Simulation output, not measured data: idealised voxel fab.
process module | voxel self aligned vias
cross-section cut | 175 nm wide | cells 5 nm
A cross-section is a grid of square cells, given in bands from the top down. A band is one or more rows of cells.
Each band's line starts with the height of the band's top and of its bottom, in nm. Then come its materials from left to right, each with its width in nm. One material with "throughout" fills the band from edge to edge. "air" is empty space.
Height 0 is the level under which the wafer as received is all one material. The lowest band goes on downwards, as in "0 down".
A width such as "30 to 40" changes by the same amount from each row of cells to the next, from the band's top row to its bottom row.
"no change" after a step means that no cell of the cross-section changed.
closed voids: empty space of 8 cells or more with no open way to the top, each as width x height at its distance from the left edge, in nm
after a step's settings: what the simulator itself notes on the step
overlay nm, on a step with a mask: how far to the right of its planned place the mask lay; to the left if negative
plan
1 op RECEIVE | material Si
2 op CONFORMAL_DEP | material SiO2 | thk nm 10
3 op CONFORMAL_DEP | material SiCN | thk nm 5
4 op DIRECTIONAL_DEP | material lowk | thk nm 25
5 op MASKED_ETCH | tone open | mask id LINES | width nm 30 | pitch nm 75 | etch materials lowk | depth nm 25 | overlay nm 0
6 op CONFORMAL_DEP | material TiN | thk nm 5
7 op FILL_DEP | material Ru | thk nm 10
8 op CMP | height nm 40
9 op SELECTIVE_ETCH | etch materials W Ru TiN | depth nm 10
10 op FILL_DEP | material SiN | thk nm 10
11 op CMP | height nm 40
12 op DIRECTIONAL_DEP | material lowk | thk nm 20
13 op MASKED_ETCH | tone open | mask id VIAS | width nm 50 | etch materials lowk | depth nm 20 | overlay nm 0
14 op MASKED_ETCH | tone open | mask id VIAS | width nm 50 | etch materials SiN | depth nm 10 | overlay nm 0
15 op CONFORMAL_DEP | material TiN | thk nm 5
16 op FILL_DEP | material Cu | thk nm 5
17 op CMP | height nm 60
18 op CONFORMAL_DEP | material SiN | thk nm 5
as received, after step 1
  0 down: Si throughout
  closed voids: none
a wafer at the end: this start, this plan, one mistake
  65 to 60: SiN throughout
  60 to 55: TiN 30 | Cu 40 | TiN 105
  55 to 40: lowk 25 | TiN 5 | Cu 40 | TiN 5 | lowk 100
  40 to 35: lowk 25 | TiN 15 | Cu 20 | TiN 15 | lowk 35 | SiN 30 | lowk 35
  35 to 30: lowk 35 | TiN 30 | lowk 45 | SiN 30 | lowk 35
  30 to 20: lowk 35 | TiN 5 | Ru 20 | TiN 5 | lowk 45 | TiN 5 | Ru 20 | TiN 5 | lowk 35
  20 to 15: lowk 35 | TiN 30 | lowk 45 | TiN 30 | lowk 35
  15 to 10: SiCN throughout
  10 to 0: SiO2 throughout
  0 down: Si throughout
  closed voids: none
what went wrong: step 12 ran as: op DIRECTIONAL_DEP | material lowk | thk nm 15
